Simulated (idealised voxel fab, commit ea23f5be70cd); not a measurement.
process module | voxel wiring stack
Section cut is 260 nm wide and gridded with 5 nm square cells.
This document writes a cross-section as a grid whose cells are square, and gives it as bands, listed from the top down; one or more rows of cells form a band.
Heads up on the band format: heights come first, top then bottom, in nm. After that it's the materials left to right, each with its width in nm. A single material flagged "everywhere" fills the whole band edge to edge, and "air" means there's empty space there.
Where do heights start? At 0: under that level the wafer as delivered is made of one material only. And the lowest band has no floor; it just carries on downward, as in "0..down".
A width given as "30 to 40" starts at the first number in the band's top row and ends at the second number in its bottom row, shifting by an equal amount at every step from row to row.
Basically "identical to before" means that step didn't change any cell in the cross-section.
"Enclosed void inventory": empty spaces of 8 cells or more with no open way to the top, each given as width x height at distance, distance from the left edge, all in nm.
Read whatever lies past the settings on a step's line as the simulator's own remark about the step.
The "overlay nm" setting may appear on a step's line; for a step that uses a mask, it gives how far to the right of its planned position the mask lay, and a negative value indicates the left.
Each pair of cross-sections that follows straddles one process step: the one shows the state before the step, the other the state after it, down to the lowest band that changed and no further. The step in question, and its settings, are given under the pair. Note that a pair is not necessarily a continuation of the pair above it, since pairs can come from different runs of this module on the same starting wafer; it is a continuation only where its entry headed "Geometry before processing" says so.

GEOMETRY BEFORE PROCESSING
	0..down: Si everywhere
	Enclosed void inventory: none

SECTIONAL VIEW, POST-PROCESS
	15..0: SiO2 everywhere
	Under 0: no change, same as before.
	Enclosed void inventory: none
Step sandwiched between the two cross-sections above: CONFORMAL_DEP [material SiO2] [thk nm 15]

Geometry before processing: check the pair just above; its after cross-section is our before state.

SECTIONAL VIEW, POST-PROCESS
	20..15: SiCN everywhere
	Under 15: no change, same as before.
	Enclosed void inventory: none
Step sandwiched between the two cross-sections above: CONFORMAL_DEP [material SiCN] [thk nm 5]

Geometry before processing: check the pair just above; its after cross-section is our before state.

SECTIONAL VIEW, POST-PROCESS
	45..20: lowk everywhere
	Under 20: no change, same as before.
	Enclosed void inventory: none
Step sandwiched between the two cross-sections above: DIRECTIONAL_DEP [material lowk] [thk nm 25]

Geometry before processing: check the pair just above; its after cross-section is our before state.

SECTIONAL VIEW, POST-PROCESS
	60..45: resist (75) | air (25) | resist (15) | air (25) | resist (15) | air (25) | resist (80)
	Under 45: no change, same as before.
	Enclosed void inventory: none
Step sandwiched between the two cross-sections above: PATTERN [tone open] [mask id METAL_1] [material resist] [width nm 25] [pitch nm 40] [thk nm 15] [overlay nm 0]

Geometry before processing: check the pair just above; its after cross-section is our before state.

SECTIONAL VIEW, POST-PROCESS
	60..45: resist (75) | air (25) | resist (15) | air (25) | resist (15) | air (25) | resist (80)
	45..20: lowk (75) | air (25) | lowk (15) | air (25) | lowk (15) | air (25) | lowk (80)
	Under 20: no change, same as before.
	Enclosed void inventory: none
Step sandwiched between the two cross-sections above: DIRECTIONAL_ETCH [etch materials lowk] [depth nm 25]

Geometry before processing: check the pair just above; its after cross-section is our before state.

SECTIONAL VIEW, POST-PROCESS
	60..45: resist (75) | air (25) | resist (15) | air (25) | resist (15) | air (25) | resist (80)
	45..20: lowk (75) | air (25) | lowk (15) | air (25) | lowk (15) | air (25) | lowk (80)
	20..15: SiCN (75) | air (25) | SiCN (15) | air (25) | SiCN (15) | air (25) | SiCN (80)
	Under 15: no change, same as before.
	Enclosed void inventory: none
Step sandwiched between the two cross-sections above: DIRECTIONAL_ETCH [etch materials SiCN] [depth nm 5]

Geometry before processing: check the pair just above; its after cross-section is our before state.

SECTIONAL VIEW, POST-PROCESS
	45..20: lowk (75) | air (25) | lowk (15) | air (25) | lowk (15) | air (25) | lowk (80)
	Under 20: no change, same as before.
	Enclosed void inventory: none
Step sandwiched between the two cross-sections above: STRIP [etch materials resist]

Geometry before processing: check the pair just above; its after cross-section is our before state.

SECTIONAL VIEW, POST-PROCESS
	50..45: TiN (80) | air (15) | TiN (25) | air (15) | TiN (25) | air (15) | TiN (85)
	45..20: lowk (75) | TiN (5) | air (15) | TiN (5) | lowk (15) | TiN (5) | air (15) | TiN (5) | lowk (15) | TiN (5) | air (15) | TiN (5) | lowk (80)
	20..15: SiCN (75) | TiN (25) | SiCN (15) | TiN (25) | SiCN (15) | TiN (25) | SiCN (80)
	Under 15: no change, same as before.
	Enclosed void inventory: none
Step sandwiched between the two cross-sections above: CONFORMAL_DEP [material TiN] [thk nm 5]

Geometry before processing: check the pair just above; its after cross-section is our before state.

SECTIONAL VIEW, POST-PROCESS
	60..50: Cu everywhere
	50..45: TiN (80) | Cu (15) | TiN (25) | Cu (15) | TiN (25) | Cu (15) | TiN (85)
	45..20: lowk (75) | TiN (5) | Cu (15) | TiN (5) | lowk (15) | TiN (5) | Cu (15) | TiN (5) | lowk (15) | TiN (5) | Cu (15) | TiN (5) | lowk (80)
	Under 20: no change, same as before.
	Enclosed void inventory: none
Step sandwiched between the two cross-sections above: FILL_DEP [material Cu] [thk nm 10]

Geometry before processing: check the pair just above; its after cross-section is our before state.

SECTIONAL VIEW, POST-PROCESS
	45..20: lowk (75) | TiN (5) | Cu (15) | TiN (5) | lowk (15) | TiN (5) | Cu (15) | TiN (5) | lowk (15) | TiN (5) | Cu (15) | TiN (5) | lowk (80)
	Under 20: no change, same as before.
	Enclosed void inventory: none
Step sandwiched between the two cross-sections above: CMP [height nm 45]

Geometry before processing: check the pair just above; its after cross-section is our before state.

SECTIONAL VIEW, POST-PROCESS
	50..45: SiCN everywhere
	Under 45: no change, same as before.
	Enclosed void inventory: none
Step sandwiched between the two cross-sections above: CONFORMAL_DEP [material SiCN] [thk nm 5]

Geometry before processing: check the pair just above; its after cross-section is our before state.

SECTIONAL VIEW, POST-PROCESS
	85..50: lowk everywhere
	Under 50: no change, same as before.
	Enclosed void inventory: none
Step sandwiched between the two cross-sections above: DIRECTIONAL_DEP [material lowk] [thk nm 35]

Geometry before processing: check the pair just above; its after cross-section is our before state.

SECTIONAL VIEW, POST-PROCESS
	100..85: resist (75) | air (15) | resist (25) | air (15) | resist (25) | air (15) | resist (90)
	Under 85: no change, same as before.
	Enclosed void inventory: none
Step sandwiched between the two cross-sections above: PATTERN [tone open] [mask id METAL_2_HOLES] [material resist] [width nm 15] [pitch nm 40] [thk nm 15] [overlay nm 0]

Geometry before processing: check the pair just above; its after cross-section is our before state.

SECTIONAL VIEW, POST-PROCESS
	100..85: resist (75) | air (15) | resist (25) | air (15) | resist (25) | air (15) | resist (90)
	85..50: lowk (75) | air (15) | lowk (25) | air (15) | lowk (25) | air (15) | lowk (90)
	Under 50: no change, same as before.
	Enclosed void inventory: none
Step sandwiched between the two cross-sections above: DIRECTIONAL_ETCH [etch materials lowk] [depth nm 35]

Geometry before processing: check the pair just above; its after cross-section is our before state.

SECTIONAL VIEW, POST-PROCESS
	85..50: lowk (75) | air (15) | lowk (25) | air (15) | lowk (25) | air (15) | lowk (90)
	Under 50: no change, same as before.
	Enclosed void inventory: none
Step sandwiched between the two cross-sections above: STRIP [etch materials resist]

Geometry before processing: check the pair just above; its after cross-section is our before state.

SECTIONAL VIEW, POST-PROCESS
	85..65: lowk (75) | air (25) | lowk (15) | air (25) | lowk (15) | air (25) | lowk (80)
	Under 65: no change, same as before.
	Enclosed void inventory: none
Step sandwiched between the two cross-sections above: MASKED_ETCH [tone open] [mask id METAL_2] [width nm 25] [pitch nm 40] [etch materials lowk] [depth nm 20] [overlay nm 0]

Geometry before processing: check the pair just above; its after cross-section is our before state.

SECTIONAL VIEW, POST-PROCESS
	85..65: lowk (75) | air (25) | lowk (15) | air (25) | lowk (15) | air (25) | lowk (80)
	65..50: lowk (75) | air (15) | lowk (25) | air (15) | lowk (25) | air (15) | lowk (90)
	50..45: SiCN (75) | air (15) | SiCN (25) | air (15) | SiCN (25) | air (15) | SiCN (90)
	Under 45: no change, same as before.
	Enclosed void inventory: none
Step sandwiched between the two cross-sections above: MASKED_ETCH [tone open] [mask id METAL_2] [width nm 25] [pitch nm 40] [etch materials SiCN] [depth nm 5] [overlay nm 0]

Geometry before processing: check the pair just above; its after cross-section is our before state.

SECTIONAL VIEW, POST-PROCESS
	90..85: TiN (80) | air (15) | TiN (25) | air (15) | TiN (25) | air (15) | TiN (85)
	85..70: lowk (75) | TiN (5) | air (15) | TiN (5) | lowk (15) | TiN (5) | air (15) | TiN (5) | lowk (15) | TiN (5) | air (15) | TiN (5) | lowk (80)
	70..65: lowk (75) | TiN (5) | air (5) | TiN (15) | lowk (15) | TiN (5) | air (5) | TiN (15) | lowk (15) | TiN (5) | air (5) | TiN (15) | lowk (80)
	65..50: lowk (75) | TiN (5) | air (5) | TiN (5) | lowk (25) | TiN (5) | air (5) | TiN (5) | lowk (25) | TiN (5) | air (5) | TiN (5) | lowk (90)
	50..45: SiCN (75) | TiN (15) | SiCN (25) | TiN (15) | SiCN (25) | TiN (15) | SiCN (90)
	Under 45: no change, same as before.
	Enclosed void inventory: none
Step sandwiched between the two cross-sections above: CONFORMAL_DEP [material TiN] [thk nm 5]

Geometry before processing: check the pair just above; its after cross-section is our before state.

SECTIONAL VIEW, POST-PROCESS
	95..90: Ru everywhere
	90..85: TiN (80) | Ru (15) | TiN (25) | Ru (15) | TiN (25) | Ru (15) | TiN (85)
	85..70: lowk (75) | TiN (5) | Ru (15) | TiN (5) | lowk (15) | TiN (5) | Ru (15) | TiN (5) | lowk (15) | TiN (5) | Ru (15) | TiN (5) | lowk (80)
	70..65: lowk (75) | TiN (5) | Ru (5) | TiN (15) | lowk (15) | TiN (5) | Ru (5) | TiN (15) | lowk (15) | TiN (5) | Ru (5) | TiN (15) | lowk (80)
	65..50: lowk (75) | TiN (5) | Ru (5) | TiN (5) | lowk (25) | TiN (5) | Ru (5) | TiN (5) | lowk (25) | TiN (5) | Ru (5) | TiN (5) | lowk (90)
	Under 50: no change, same as before.
	Enclosed void inventory: none
Step sandwiched between the two cross-sections above: FILL_DEP [material Ru] [thk nm 5]

Geometry before processing: check the pair just above; its after cross-section is our before state.

SECTIONAL VIEW, POST-PROCESS
	85..70: lowk (75) | TiN (5) | Ru (15) | TiN (5) | lowk (15) | TiN (5) | Ru (15) | TiN (5) | lowk (15) | TiN (5) | Ru (15) | TiN (5) | lowk (80)
	Under 70: no change, same as before.
	Enclosed void inventory: none
Step sandwiched between the two cross-sections above: CMP [height nm 85]

Geometry before processing: check the pair just above; its after cross-section is our before state.

SECTIONAL VIEW, POST-PROCESS
	90..85: SiCN everywhere
	Under 85: no change, same as before.
	Enclosed void inventory: none
Step sandwiched between the two cross-sections above: CONFORMAL_DEP [material SiCN] [thk nm 5]

Geometry before processing: check the pair just above; its after cross-section is our before state.

SECTIONAL VIEW, POST-PROCESS
	125..90: lowk everywhere
	Under 90: no change, same as before.
	Enclosed void inventory: none
Step sandwiched between the two cross-sections above: DIRECTIONAL_DEP [material lowk] [thk nm 35]

Geometry before processing: check the pair just above; its after cross-section is our before state.

SECTIONAL VIEW, POST-PROCESS
	135..125: aC everywhere
	Under 125: no change, same as before.
	Enclosed void inventory: none
Step sandwiched between the two cross-sections above: DIRECTIONAL_DEP [material aC] [thk nm 10]

Geometry before processing: check the pair just above; its after cross-section is our before state.

SECTIONAL VIEW, POST-PROCESS
	165..135: resist (75) | air (25) | resist (15) | air (25) | resist (15) | air (25) | resist (80)
	Under 135: no change, same as before.
	Enclosed void inventory: none
Step sandwiched between the two cross-sections above: PATTERN [tone open] [mask id METAL_3] [material resist] [width nm 25] [pitch nm 40] [thk nm 30] [overlay nm 0]

Geometry before processing: check the pair just above; its after cross-section is our before state.

SECTIONAL VIEW, POST-PROCESS
	155..135: resist (75) | air (25) | resist (15) | air (25) | resist (15) | air (25) | resist (80)
	135..125: aC (75) | air (25) | aC (15) | air (25) | aC (15) | air (25) | aC (80)
	Under 125: no change, same as before.
	Enclosed void inventory: none
Step sandwiched between the two cross-sections above: DIRECTIONAL_ETCH [etch materials aC] [depth nm 10]

Geometry before processing: check the pair just above; its after cross-section is our before state.

SECTIONAL VIEW, POST-PROCESS
	135..125: aC (75) | air (25) | aC (15) | air (25) | aC (15) | air (25) | aC (80)
	Under 125: no change, same as before.
	Enclosed void inventory: none
Step sandwiched between the two cross-sections above: STRIP [etch materials resist]

Geometry before processing: check the pair just above; its after cross-section is our before state.

SECTIONAL VIEW, POST-PROCESS
	135..125: aC (75) | air (25) | aC (15) | air (25) | aC (15) | air (25) | aC (80)
	125..105: lowk (75) | air (25) | lowk (15) | air (25) | lowk (15) | air (25) | lowk (80)
	Under 105: no change, same as before.
	Enclosed void inventory: none
Step sandwiched between the two cross-sections above: DIRECTIONAL_ETCH [etch materials lowk] [depth nm 20]

Geometry before processing: check the pair just above; its after cross-section is our before state.

SECTIONAL VIEW, POST-PROCESS
	125..105: lowk (75) | air (25) | lowk (15) | air (25) | lowk (15) | air (25) | lowk (80)
	Under 105: no change, same as before.
	Enclosed void inventory: none
Step sandwiched between the two cross-sections above: STRIP [etch materials aC]

Geometry before processing: check the pair just above; its after cross-section is our before state.

SECTIONAL VIEW, POST-PROCESS
	135..125: aC (75) | air (25) | aC (15) | air (25) | aC (15) | air (25) | aC (80)
	125..115: lowk (75) | air (25) | lowk (15) | air (25) | lowk (15) | air (25) | lowk (80)
	115..105: lowk (75) | aC (25) | lowk (15) | aC (25) | lowk (15) | aC (25) | lowk (80)
	Under 105: no change, same as before.
	Enclosed void inventory: none
Step sandwiched between the two cross-sections above: DIRECTIONAL_DEP [material aC] [thk nm 10]

Geometry before processing: check the pair just above; its after cross-section is our before state.

SECTIONAL VIEW, POST-PROCESS
	165..135: resist (75) | air (15) | resist (65) | air (15) | resist (90)
	135..125: aC (75) | air (15) | resist (10) | aC (15) | resist (25) | aC (15) | air (15) | resist (10) | aC (80)
	125..115: lowk (75) | air (15) | resist (10) | lowk (15) | resist (25) | lowk (15) | air (15) | resist (10) | lowk (80)
	Under 115: no change, same as before.
	Enclosed void inventory: none
Step sandwiched between the two cross-sections above: PATTERN [tone open] [mask id METAL_3_HOLES] [material resist] [width nm 15] [pitch nm 80] [thk nm 30] [overlay nm 0]

Geometry before processing: check the pair just above; its after cross-section is our before state.

SECTIONAL VIEW, POST-PROCESS
	155..135: resist (75) | air (15) | resist (65) | air (15) | resist (90)
	135..125: aC (75) | air (15) | resist (10) | aC (15) | resist (25) | aC (15) | air (15) | resist (10) | aC (80)
	125..115: lowk (75) | air (15) | resist (10) | lowk (15) | resist (25) | lowk (15) | air (15) | resist (10) | lowk (80)
	115..105: lowk (75) | air (15) | aC (10) | lowk (15) | aC (25) | lowk (15) | air (15) | aC (10) | lowk (80)
	Under 105: no change, same as before.
	Enclosed void inventory: none
Step sandwiched between the two cross-sections above: DIRECTIONAL_ETCH [etch materials aC] [depth nm 10]

Geometry before processing: check the pair just above; its after cross-section is our before state.

SECTIONAL VIEW, POST-PROCESS
	135..125: aC (75) | air (25) | aC (15) | air (25) | aC (15) | air (25) | aC (80)
	125..115: lowk (75) | air (25) | lowk (15) | air (25) | lowk (15) | air (25) | lowk (80)
	Under 115: no change, same as before.
	Enclosed void inventory: none
Step sandwiched between the two cross-sections above: STRIP [etch materials resist]

Geometry before processing: check the pair just above; its after cross-section is our before state.

SECTIONAL VIEW, POST-PROCESS
	135..125: aC (75) | air (25) | aC (15) | air (25) | aC (15) | air (25) | aC (80)
	125..115: lowk (75) | air (25) | lowk (15) | air (25) | lowk (15) | air (25) | lowk (80)
	115..105: lowk (75) | air (15) | aC (10) | lowk (15) | aC (25) | lowk (15) | air (15) | aC (10) | lowk (80)
	105..90: lowk (75) | air (15) | lowk (65) | air (15) | lowk (90)
	Under 90: no change, same as before.
	Enclosed void inventory: none
Step sandwiched between the two cross-sections above: DIRECTIONAL_ETCH [etch materials lowk] [depth nm 15]

Geometry before processing: check the pair just above; its after cross-section is our before state.

SECTIONAL VIEW, POST-PROCESS
	135..125: aC (75) | air (25) | aC (15) | air (25) | aC (15) | air (25) | aC (80)
	125..115: lowk (75) | air (25) | lowk (15) | air (25) | lowk (15) | air (25) | lowk (80)
	115..105: lowk (75) | air (15) | aC (10) | lowk (15) | aC (25) | lowk (15) | air (15) | aC (10) | lowk (80)
	105..90: lowk (75) | air (15) | lowk (65) | air (15) | lowk (90)
	90..85: SiCN (75) | air (15) | SiCN (65) | air (15) | SiCN (90)
	Under 85: no change, same as before.
	Enclosed void inventory: none
Step sandwiched between the two cross-sections above: DIRECTIONAL_ETCH [etch materials SiCN] [depth nm 5]

Geometry before processing: check the pair just above; its after cross-section is our before state.

SECTIONAL VIEW, POST-PROCESS
	125..105: lowk (75) | air (25) | lowk (15) | air (25) | lowk (15) | air (25) | lowk (80)
	Under 105: no change, same as before.
	Enclosed void inventory: none
Step sandwiched between the two cross-sections above: STRIP [etch materials aC]

Geometry before processing: check the pair just above; its after cross-section is our before state.

SECTIONAL VIEW, POST-PROCESS
	130..125: TiN (80) | air (15) | TiN (25) | air (15) | TiN (25) | air (15) | TiN (85)
	125..110: lowk (75) | TiN (5) | air (15) | TiN (5) | lowk (15) | TiN (5) | air (15) | TiN (5) | lowk (15) | TiN (5) | air (15) | TiN (5) | lowk (80)
	110..105: lowk (75) | TiN (5) | air (5) | TiN (15) | lowk (15) | TiN (25) | lowk (15) | TiN (5) | air (5) | TiN (15) | lowk (80)
	105..90: lowk (75) | TiN (5) | air (5) | TiN (5) | lowk (65) | TiN (5) | air (5) | TiN (5) | lowk (90)
	90..85: SiCN (75) | TiN (15) | SiCN (65) | TiN (15) | SiCN (90)
	Under 85: no change, same as before.
	Enclosed void inventory: none
Step sandwiched between the two cross-sections above: CONFORMAL_DEP [material TiN] [thk nm 5]

Geometry before processing: check the pair just above; its after cross-section is our before state.

SECTIONAL VIEW, POST-PROCESS
	140..130: Cu everywhere
	130..125: TiN (80) | Cu (15) | TiN (25) | Cu (15) | TiN (25) | Cu (15) | TiN (85)
	125..110: lowk (75) | TiN (5) | Cu (15) | TiN (5) | lowk (15) | TiN (5) | Cu (15) | TiN (5) | lowk (15) | TiN (5) | Cu (15) | TiN (5) | lowk (80)
	110..105: lowk (75) | TiN (5) | Cu (5) | TiN (15) | lowk (15) | TiN (25) | lowk (15) | TiN (5) | Cu (5) | TiN (15) | lowk (80)
	105..90: lowk (75) | TiN (5) | Cu (5) | TiN (5) | lowk (65) | TiN (5) | Cu (5) | TiN (5) | lowk (90)
	Under 90: no change, same as before.
	Enclosed void inventory: none
Step sandwiched between the two cross-sections above: FILL_DEP [material Cu] [thk nm 10]

Geometry before processing: check the pair just above; its after cross-section is our before state.

SECTIONAL VIEW, POST-PROCESS
	125..110: lowk (75) | TiN (5) | Cu (15) | TiN (5) | lowk (15) | TiN (5) | Cu (15) | TiN (5) | lowk (15) | TiN (5) | Cu (15) | TiN (5) | lowk (80)
	Under 110: no change, same as before.
	Enclosed void inventory: none
Step sandwiched between the two cross-sections above: CMP [height nm 125]

Geometry before processing: check the pair just above; its after cross-section is our before state.

SECTIONAL VIEW, POST-PROCESS
	130..125: SiCN everywhere
	Under 125: no change, same as before.
	Enclosed void inventory: none
Step sandwiched between the two cross-sections above: CONFORMAL_DEP [material SiCN] [thk nm 5]

Geometry before processing: check the pair just above; its after cross-section is our before state.

SECTIONAL VIEW, POST-PROCESS
	165..130: lowk everywhere
	Under 130: no change, same as before.
	Enclosed void inventory: none
Step sandwiched between the two cross-sections above: DIRECTIONAL_DEP [material lowk] [thk nm 35]

Geometry before processing: check the pair just above; its after cross-section is our before state.

SECTIONAL VIEW, POST-PROCESS
	185..165: resist (75) | air (15) | resist (25) | air (15) | resist (25) | air (15) | resist (90)
	Under 165: no change, same as before.
	Enclosed void inventory: none
Step sandwiched between the two cross-sections above: PATTERN [tone open] [mask id METAL_4_HOLES] [material resist] [width nm 15] [pitch nm 40] [thk nm 20] [overlay nm 0]

Geometry before processing: check the pair just above; its after cross-section is our before state.

SECTIONAL VIEW, POST-PROCESS
	185..165: resist (75) | air (15) | resist (25) | air (15) | resist (25) | air (15) | resist (90)
	165..130: lowk (75) | air (15) | lowk (25) | air (15) | lowk (25) | air (15) | lowk (90)
	Under 130: no change, same as before.
	Enclosed void inventory: none
Step sandwiched between the two cross-sections above: DIRECTIONAL_ETCH [etch materials lowk] [depth nm 35]

Geometry before processing: check the pair just above; its after cross-section is our before state.

SECTIONAL VIEW, POST-PROCESS
	165..130: lowk (75) | air (15) | lowk (25) | air (15) | lowk (25) | air (15) | lowk (90)
	Under 130: no change, same as before.
	Enclosed void inventory: none
Step sandwiched between the two cross-sections above: STRIP [etch materials resist]

Geometry before processing: check the pair just above; its after cross-section is our before state.

SECTIONAL VIEW, POST-PROCESS
	175..165: aC (75) | air (15) | aC (25) | air (15) | aC (25) | air (15) | aC (90)
	165..140: lowk (75) | air (15) | lowk (25) | air (15) | lowk (25) | air (15) | lowk (90)
	140..130: lowk (75) | aC (15) | lowk (25) | aC (15) | lowk (25) | aC (15) | lowk (90)
	Under 130: no change, same as before.
	Enclosed void inventory: none
Step sandwiched between the two cross-sections above: DIRECTIONAL_DEP [material aC] [thk nm 10]

Geometry before processing: check the pair just above; its after cross-section is our before state.

SECTIONAL VIEW, POST-PROCESS
	205..175: resist (75) | air (25) | resist (15) | air (25) | resist (15) | air (25) | resist (80)
	Under 175: no change, same as before.
	Enclosed void inventory: none
Step sandwiched between the two cross-sections above: PATTERN [tone open] [mask id METAL_4] [material resist] [width nm 25] [pitch nm 40] [thk nm 30] [overlay nm 0]

Geometry before processing: check the pair just above; its after cross-section is our before state.

SECTIONAL VIEW, POST-PROCESS
	195..175: resist (75) | air (25) | resist (15) | air (25) | resist (15) | air (25) | resist (80)
	175..165: aC (75) | air (25) | aC (15) | air (25) | aC (15) | air (25) | aC (80)
	165..130: lowk (75) | air (15) | lowk (25) | air (15) | lowk (25) | air (15) | lowk (90)
	Under 130: no change, same as before.
	Enclosed void inventory: none
Step sandwiched between the two cross-sections above: DIRECTIONAL_ETCH [etch materials aC] [depth nm 10]

Geometry before processing: check the pair just above; its after cross-section is our before state.

SECTIONAL VIEW, POST-PROCESS
	175..165: aC (75) | air (25) | aC (15) | air (25) | aC (15) | air (25) | aC (80)
	Under 165: no change, same as before.
	Enclosed void inventory: none
Step sandwiched between the two cross-sections above: STRIP [etch materials resist]

Geometry before processing: check the pair just above; its after cross-section is our before state.

SECTIONAL VIEW, POST-PROCESS
	175..165: aC (75) | air (25) | aC (15) | air (25) | aC (15) | air (25) | aC (80)
	165..145: lowk (75) | air (25) | lowk (15) | air (25) | lowk (15) | air (25) | lowk (80)
	Under 145: no change, same as before.
	Enclosed void inventory: none
Step sandwiched between the two cross-sections above: DIRECTIONAL_ETCH [etch materials lowk] [depth nm 20]

Geometry before processing: check the pair just above; its after cross-section is our before state.

SECTIONAL VIEW, POST-PROCESS
	175..165: aC (75) | air (25) | aC (15) | air (25) | aC (15) | air (25) | aC (80)
	165..145: lowk (75) | air (25) | lowk (15) | air (25) | lowk (15) | air (25) | lowk (80)
	145..130: lowk (75) | air (15) | lowk (25) | air (15) | lowk (25) | air (15) | lowk (90)
	130..125: SiCN (75) | air (15) | SiCN (25) | air (15) | SiCN (25) | air (15) | SiCN (90)
	Under 125: no change, same as before.
	Enclosed void inventory: none
Step sandwiched between the two cross-sections above: DIRECTIONAL_ETCH [etch materials SiCN] [depth nm 5]

Geometry before processing: check the pair just above; its after cross-section is our before state.

SECTIONAL VIEW, POST-PROCESS
	165..145: lowk (75) | air (25) | lowk (15) | air (25) | lowk (15) | air (25) | lowk (80)
	Under 145: no change, same as before.
	Enclosed void inventory: none
Step sandwiched between the two cross-sections above: STRIP [etch materials aC]

Geometry before processing: check the pair just above; its after cross-section is our before state.

SECTIONAL VIEW, POST-PROCESS
	170..165: TiN (80) | air (15) | TiN (25) | air (15) | TiN (25) | air (15) | TiN (85)
	165..150: lowk (75) | TiN (5) | air (15) | TiN (5) | lowk (15) | TiN (5) | air (15) | TiN (5) | lowk (15) | TiN (5) | air (15) | TiN (5) | lowk (80)
	150..145: lowk (75) | TiN (5) | air (5) | TiN (15) | lowk (15) | TiN (5) | air (5) | TiN (15) | lowk (15) | TiN (5) | air (5) | TiN (15) | lowk (80)
	145..130: lowk (75) | TiN (5) | air (5) | TiN (5) | lowk (25) | TiN (5) | air (5) | TiN (5) | lowk (25) | TiN (5) | air (5) | TiN (5) | lowk (90)
	130..125: SiCN (75) | TiN (15) | SiCN (25) | TiN (15) | SiCN (25) | TiN (15) | SiCN (90)
	Under 125: no change, same as before.
	Enclosed void inventory: none
Step sandwiched between the two cross-sections above: CONFORMAL_DEP [material TiN] [thk nm 5]

Geometry before processing: check the pair just above; its after cross-section is our before state.

SECTIONAL VIEW, POST-PROCESS
	180..170: Cu everywhere
	170..165: TiN (80) | Cu (15) | TiN (25) | Cu (15) | TiN (25) | Cu (15) | TiN (85)
	165..150: lowk (75) | TiN (5) | Cu (15) | TiN (5) | lowk (15) | TiN (5) | Cu (15) | TiN (5) | lowk (15) | TiN (5) | Cu (15) | TiN (5) | lowk (80)
	150..145: lowk (75) | TiN (5) | Cu (5) | TiN (15) | lowk (15) | TiN (5) | Cu (5) | TiN (15) | lowk (15) | TiN (5) | Cu (5) | TiN (15) | lowk (80)
	145..130: lowk (75) | TiN (5) | Cu (5) | TiN (5) | lowk (25) | TiN (5) | Cu (5) | TiN (5) | lowk (25) | TiN (5) | Cu (5) | TiN (5) | lowk (90)
	Under 130: no change, same as before.
	Enclosed void inventory: none
Step sandwiched between the two cross-sections above: FILL_DEP [material Cu] [thk nm 10]

Geometry before processing: check the pair just above; its after cross-section is our before state.

SECTIONAL VIEW, POST-PROCESS
	165..150: lowk (75) | TiN (5) | Cu (15) | TiN (5) | lowk (15) | TiN (5) | Cu (15) | TiN (5) | lowk (15) | TiN (5) | Cu (15) | TiN (5) | lowk (80)
	Under 150: no change, same as before.
	Enclosed void inventory: none
Step sandwiched between the two cross-sections above: CMP [height nm 165]

Geometry before processing: check the pair just above; its after cross-section is our before state.

SECTIONAL VIEW, POST-PROCESS
	170..165: SiCN everywhere
	Under 165: no change, same as before.
	Enclosed void inventory: none
Step sandwiched between the two cross-sections above: CONFORMAL_DEP [material SiCN] [thk nm 5]

GEOMETRY BEFORE PROCESSING
	180..170: Cu everywhere
	170..165: TiN (80) | Cu (15) | TiN (25) | Cu (15) | TiN (25) | Cu (15) | TiN (85)
	165..150: lowk (75) | TiN (5) | Cu (15) | TiN (5) | lowk (15) | TiN (5) | Cu (15) | TiN (5) | lowk (15) | TiN (5) | Cu (15) | TiN (5) | lowk (80)
	150..145: lowk (75) | TiN (5) | Cu (5) | TiN (15) | lowk (15) | TiN (5) | Cu (5) | TiN (15) | lowk (15) | TiN (5) | Cu (5) | TiN (15) | lowk (80)
	145..130: lowk (75) | TiN (5) | Cu (5) | TiN (5) | lowk (25) | TiN (5) | Cu (5) | TiN (5) | lowk (25) | TiN (5) | Cu (5) | TiN (5) | lowk (90)
	130..125: SiCN (75) | TiN (15) | SiCN (25) | TiN (15) | SiCN (25) | TiN (15) | SiCN (90)
	125..110: lowk (75) | TiN (5) | Cu (15) | TiN (5) | lowk (15) | TiN (5) | Cu (15) | TiN (5) | lowk (15) | TiN (5) | Cu (15) | TiN (5) | lowk (80)
	110..105: lowk (75) | TiN (5) | Cu (5) | TiN (15) | lowk (15) | TiN (25) | lowk (15) | TiN (5) | Cu (5) | TiN (15) | lowk (80)
	105..90: lowk (75) | TiN (5) | Cu (5) | TiN (5) | lowk (65) | TiN (5) | Cu (5) | TiN (5) | lowk (90)
	90..85: SiCN (75) | TiN (15) | SiCN (65) | TiN (15) | SiCN (90)
	85..70: lowk (75) | TiN (5) | Ru (15) | TiN (5) | lowk (15) | TiN (5) | Ru (15) | TiN (5) | lowk (15) | TiN (5) | Ru (15) | TiN (5) | lowk (80)
	70..65: lowk (75) | TiN (5) | Ru (5) | TiN (15) | lowk (15) | TiN (5) | Ru (5) | TiN (15) | lowk (15) | TiN (5) | Ru (5) | TiN (15) | lowk (80)
	65..50: lowk (75) | TiN (5) | Ru (5) | TiN (5) | lowk (25) | TiN (5) | Ru (5) | TiN (5) | lowk (25) | TiN (5) | Ru (5) | TiN (5) | lowk (90)
	50..45: SiCN (75) | TiN (15) | SiCN (25) | TiN (15) | SiCN (25) | TiN (15) | SiCN (90)
	45..20: lowk (75) | TiN (5) | Cu (15) | TiN (5) | lowk (15) | TiN (5) | Cu (15) | TiN (5) | lowk (15) | TiN (5) | Cu (15) | TiN (5) | lowk (80)
	20..15: SiCN (75) | TiN (25) | SiCN (15) | TiN (25) | SiCN (15) | TiN (25) | SiCN (80)
	15..0: SiO2 everywhere
	0..down: Si everywhere
	Enclosed void inventory: none

SECTIONAL VIEW, POST-PROCESS
	185..180: SiCN everywhere
	Under 180: no change, same as before.
	Enclosed void inventory: none
Step sandwiched between the two cross-sections above: CONFORMAL_DEP [material SiCN] [thk nm 5]
